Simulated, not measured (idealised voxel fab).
You're looking at the process module voxel ribs on slabs.
Cross-section cut spans 155 nm and uses square cells 5 nm in size.
A cross-section in this document is a grid of square cells, and it is written down as bands, the top band listed before the ones below it; a band is made up of one or more rows of cells. Basically the band line says how high the top is and how high the bottom is, in nm, and then what's in it from left to right, every material with its width in nm. Empty space shows up as "blank", and if a single material carries "everywhere" it runs the full band edge to edge. Counting heights begins at 0, where everything beneath is, in the wafer as received, one material. The lowest band has no bottom; it goes on downwards, as "0 and below" shows. The expression "30->40" gives the width at the extremes of the band, the first number at its top row of cells and the second at its bottom row, with the width changing by equal amounts from each row to the next in between. Key: "nothing got changed" - step with no changed cell in the cross-section. "Sealed internal voids" enumerates empty spaces isolated from the top, with no open way to it, that contain at least 8 cells, giving each as width x height at distance from the left edge, all three in nm. Past the settings on a step's line: simulator remark, on that step. What "overlay nm" on a step's line means: if the step has a mask, that mask lay this far to the right of its planned place, or, when the value is negative, to the left.

[List of planned process steps]
- 1: RECEIVE,material Si
- 2: DIRECTIONAL_DEP,material SiO2,thk nm 20
- 3: DIRECTIONAL_DEP,material SiN,thk nm 15
- 4: DIRECTIONAL_DEP,material aC,thk nm 10
- 5: PATTERN,tone cover,mask id RIB,material resist,width nm 30,thk nm 30,overlay nm 0
- 6: DIRECTIONAL_ETCH,etch materials aC,depth nm 10
- 7: STRIP,etch materials resist
- 8: DIRECTIONAL_ETCH,etch materials SiN,depth nm 10
- 9: STRIP,etch materials aC
- 10: DIRECTIONAL_DEP,material aC,thk nm 15
- 11: PATTERN,tone cover,mask id SLAB,material resist,width nm 90,thk nm 35,overlay nm 0
- 12: DIRECTIONAL_ETCH,etch materials aC,depth nm 15
- 13: STRIP,etch materials resist
- 14: DIRECTIONAL_ETCH,etch materials SiN,depth nm 5
- 15: STRIP,etch materials aC
- 16: FILL_DEP,material SiO2,thk nm 25
- 17: CMP,height nm 50
- 18: DIRECTIONAL_DEP,material W,thk nm 10
- 19: DIRECTIONAL_DEP,material aC,thk nm 15
- 20: PATTERN,tone cover,mask id HEATER,material resist,width nm 40,thk nm 35,overlay nm 0
- 21: DIRECTIONAL_ETCH,etch materials aC,depth nm 15
- 22: STRIP,etch materials resist
- 23: DIRECTIONAL_ETCH,etch materials W,depth nm 10
- 24: STRIP,etch materials aC
- 25: CONFORMAL_DEP,material SiN,thk nm 10

[Cross-sectional view of the wafer in its as-received condition, corresponding to the state after step 1]
* 0 and below = Si everywhere
* Sealed internal voids: none

[End-of-module cross-section of the first of two wafers, processed as planned]
* 70 down to 60 = blank (45), SiN (60), blank (50)
* 60 down to 50 = SiN (55), W (40), SiN (60)
* 50 down to 35 = SiO2 everywhere
* 35 down to 25 = SiO2 (60), SiN (30), SiO2 (65)
* 25 down to 20 = SiO2 (30), SiN (90), SiO2 (35)
* 20 down to 0 = SiO2 everywhere
* 0 and below = Si everywhere
* Sealed internal voids: none

[Second wafer cross-section at end of module - shared start and plan with the first, one mistake in the run]
* 70 down to 60 = blank (45), SiN (60), blank (50)
* 60 down to 50 = SiN (55), W (40), SiN (60)
* 50 down to 30 = SiO2 everywhere
* 30 down to 20 = SiO2 (60), SiN (30), SiO2 (65)
* 20 down to 15 = SiO2 (30), SiN (90), SiO2 (35)
* 15 down to 0 = SiO2 everywhere
* 0 and below = Si everywhere
* Sealed internal voids: none
It is concluded that the wafer was processed incorrectly with respect to the plan, in that step 2 did not happen as planned, as run it was DIRECTIONAL_DEP,material SiO2,thk nm 15
In the final comparison it is observed that the number of cells assigned to each material is identical for the two wafers, whereas their placement is not.
